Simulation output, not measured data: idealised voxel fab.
Module name: voxel spacer lines (process module)
This is section cut - it's 175 nm across, gridded in 5 nm square cells.
Throughout this document, each cross-section is represented as a grid of square cells and is presented as a sequence of bands enumerated from the top downward, where a band comprises one or more rows of cells. The band entry comprises the height of the band's top followed by the height of its bottom, expressed in nm, and subsequently the band's materials from left to right, each stated together with its width in nm. Where a single material is marked with the word "everywhere", that material fills the band from edge to edge. The word "air" represents empty space. Measure heights from 0. That's the level where, below it, the as-received wafer is all one material. The lowest band is bottomless and extends downward; write it as in "0 down". Top row gets the first number, bottom row gets the second, and each row in between changes by the same step: that is how a band width like "30..40" works. "everything unchanged" means the step left every cell of the cross-section as it was. Empty spaces counting at least 8 cells and having no open way to the top are listed in "Fully sealed cavities". The notation width x height at distance is used for each, the distance being from the left edge and all three values in nm. Note: text after step settings on the step line = simulator remark on that step. A step line may carry the setting "overlay nm", which, for steps involving a mask, states the distance by which the mask lay to the right of its intended position; negative values denote displacement to the left.
**Set out below are the planned steps of the process**
- 1: RECEIVE | material Si
- 2: CONFORMAL_DEP | material Al2O3 | thk nm 10
- 3: DIRECTIONAL_DEP | material W | thk nm 15
- 4: DIRECTIONAL_DEP | material polySi | thk nm 25
- 5: PATTERN | tone cover | mask id MANDREL | material resist | width nm 20 | pitch nm 60 | thk nm 30 | overlay nm 0
- 6: DIRECTIONAL_ETCH | etch materials polySi | depth nm 25
- 7: STRIP | etch materials resist
- 8: CONFORMAL_DEP | material SiN | thk nm 10
- 9: DIRECTIONAL_ETCH | etch materials SiN | depth nm 10
- 10: STRIP | etch materials polySi
- 11: DIRECTIONAL_ETCH | etch materials W | depth nm 15
- 12: STRIP | etch materials SiN
- 13: FILL_DEP | material SiO2 | thk nm 10
- 14: CMP | height nm 25
**So this is the incoming wafer in cross-section - it's already been through step 1**
- 0 down  Si everywhere
- Fully sealed cavities: none
**first wafer at the end, as planned**
- 25 to 10  5 SiO2, 10 W, 20 SiO2, 10 W, 20 SiO2, 10 W, 20 SiO2, 10 W, 20 SiO2, 10 W, 20 SiO2, 10 W, 10 SiO2
- 10 to 0  Al2O3 everywhere
- 0 down  Si everywhere
- Fully sealed cavities: none
**Wafer two, end of module, cross-section. Same start, same plan as wafer one. One mistake in the run**
- 25 to 15  Al2O3 everywhere
- 15 to 0  W everywhere
- 0 down  Si everywhere
- Fully sealed cavities: none
What was done differently from what was planned? step 2 ran in the slot meant for step 3, and vice versa
The second wafer ends with more or fewer cells of some materials than the first, per final count: SiO2 -69; W +69
